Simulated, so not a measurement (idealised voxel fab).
The following process module bears the name voxel ribs on slabs.
cross-section cut | 200 nm wide | cells 5 nm
In what follows, cross-sections appear as grids of square cells, described through bands that run from the top down, where every band is one or more rows of cells. The entry gives the band's vertical extent as a top height and a bottom height in nm, then its horizontal make-up as materials from left to right, each with a width in nm. "empty" stands for empty space; a single material marked "full width" fills the band edge to edge. Ref level 0: as-received wafer is one material below here. Bottom band extends down with no lower bound ("0 and below"). Width: "30->40" (first number = top row, second number = bottom row, same change from row to row of cells). "nothing different" after a step means that no cell of the cross-section changed. In the "Tabulated closed voids" entry, you get each enclosed empty space of 8 cells or more, one with no open way to the top, written width x height at distance, distance from the left edge, in nm. Post-settings text on a step line: simulator's own remark regarding the step. overlay nm: where the mask lay relative to plan, measured to the right, on steps with a mask; negatives go left.

Process steps (planned):
1: RECEIVE [material Si]
2: DIRECTIONAL_DEP [material SiO2] [thk nm 30]
3: DIRECTIONAL_DEP [material SiN] [thk nm 15]
4: PATTERN [tone cover] [mask id RIB] [material resist] [width nm 30] [thk nm 20] [overlay nm 0]
5: DIRECTIONAL_ETCH [etch materials SiN] [depth nm 5]
6: STRIP [etch materials resist]
7: PATTERN [tone cover] [mask id SLAB] [material resist] [width nm 70] [thk nm 20] [overlay nm 0]
8: DIRECTIONAL_ETCH [etch materials SiN] [depth nm 10]
9: STRIP [etch materials resist]
10: FILL_DEP [material SiO2] [thk nm 25]
11: CMP [height nm 60]
12: DIRECTIONAL_DEP [material TiN] [thk nm 5]
13: PATTERN [tone cover] [mask id HEATER] [material resist] [width nm 40] [thk nm 15] [overlay nm 0]
14: DIRECTIONAL_ETCH [etch materials TiN] [depth nm 5]
15: STRIP [etch materials resist]
16: CONFORMAL_DEP [material SiO2] [thk nm 10]

First out of two wafers; run went to plan:

The cross-section here shows the wafer as received, i.e. in its state after step 1:
    0 and below | Si full width
    Tabulated closed voids: none

So this is the wafer cross-section right after step 2:
    30 down to 0 | SiO2 full width
    Under the height 0 nothing was changed.

So this is the wafer cross-section right after step 3:
    45 down to 30 | SiN full width
    Under the height 30 nothing was changed.

So this is the wafer cross-section right after step 4:
    65 down to 45 | empty 85 nm; resist 30 nm; empty 85 nm
    Under the height 45 nothing was changed.

So this is the wafer cross-section right after step 5:
    65 down to 45 | empty 85 nm; resist 30 nm; empty 85 nm
    45 down to 40 | empty 85 nm; SiN 30 nm; empty 85 nm
    Under the height 40 nothing was changed.

So this is the wafer cross-section right after step 6:
    45 down to 40 | empty 85 nm; SiN 30 nm; empty 85 nm
    Under the height 40 nothing was changed.

So this is the wafer cross-section right after step 7:
    65 down to 45 | empty 65 nm; resist 70 nm; empty 65 nm
    45 down to 40 | empty 65 nm; resist 20 nm; SiN 30 nm; resist 20 nm; empty 65 nm
    Under the height 40 nothing was changed.

So this is the wafer cross-section right after step 8:
    65 down to 45 | empty 65 nm; resist 70 nm; empty 65 nm
    45 down to 40 | empty 65 nm; resist 20 nm; SiN 30 nm; resist 20 nm; empty 65 nm
    40 down to 30 | empty 65 nm; SiN 70 nm; empty 65 nm
    Under the height 30 nothing was changed.

So this is the wafer cross-section right after step 9:
    45 down to 40 | empty 85 nm; SiN 30 nm; empty 85 nm
    Under the height 40 nothing was changed.

So this is the wafer cross-section right after step 10:
    70 down to 45 | SiO2 full width
    45 down to 40 | SiO2 85 nm; SiN 30 nm; SiO2 85 nm
    40 down to 30 | SiO2 65 nm; SiN 70 nm; SiO2 65 nm
    Under the height 30 nothing was changed.

So this is the wafer cross-section right after step 11:
    60 down to 45 | SiO2 full width
    Under the height 45 nothing was changed.

So this is the wafer cross-section right after step 12:
    65 down to 60 | TiN full width
    Under the height 60 nothing was changed.

So this is the wafer cross-section right after step 13:
    80 down to 65 | empty 80 nm; resist 40 nm; empty 80 nm
    Under the height 65 nothing was changed.

So this is the wafer cross-section right after step 14:
    80 down to 65 | empty 80 nm; resist 40 nm; empty 80 nm
    65 down to 60 | empty 80 nm; TiN 40 nm; empty 80 nm
    Under the height 60 nothing was changed.

So this is the wafer cross-section right after step 15:
    65 down to 60 | empty 80 nm; TiN 40 nm; empty 80 nm
    Under the height 60 nothing was changed.

So this is the wafer cross-section right after step 16:
    75 down to 70 | empty 70 nm; SiO2 60 nm; empty 70 nm
    70 down to 65 | SiO2 full width
    65 down to 60 | SiO2 80 nm; TiN 40 nm; SiO2 80 nm
    Under the height 60 nothing was changed.

Second wafer - shared start and plan with the first - one error in running - same as the first up to step 12 inclusive:

Cross-section: second wafer, time at which step 13 was scheduled to end:
    80 down to 65 | empty 75 nm; resist 40 nm; empty 85 nm
    Under the height 65 nothing was changed.

Cross-section: second wafer, time at which step 14 was scheduled to end:
    80 down to 65 | empty 75 nm; resist 40 nm; empty 85 nm
    65 down to 60 | empty 75 nm; TiN 40 nm; empty 85 nm
    Under the height 60 nothing was changed.

Cross-section: second wafer, time at which step 15 was scheduled to end:
    65 down to 60 | empty 75 nm; TiN 40 nm; empty 85 nm
    Under the height 60 nothing was changed.

Cross-section: second wafer, time at which step 16 was scheduled to end:
    75 down to 70 | empty 65 nm; SiO2 60 nm; empty 75 nm
    70 down to 65 | SiO2 full width
    65 down to 60 | SiO2 75 nm; TiN 40 nm; SiO2 85 nm
    Under the height 60 nothing was changed.
Diagnosis: step 13, actual vs plan mismatch, actual run PATTERN [tone cover] [mask id HEATER] [material resist] [width nm 40] [thk nm 15] [overlay nm -5]
By the end, you'd get the same cell count for each material on either wafer, but the second wafer puts them somewhere else.
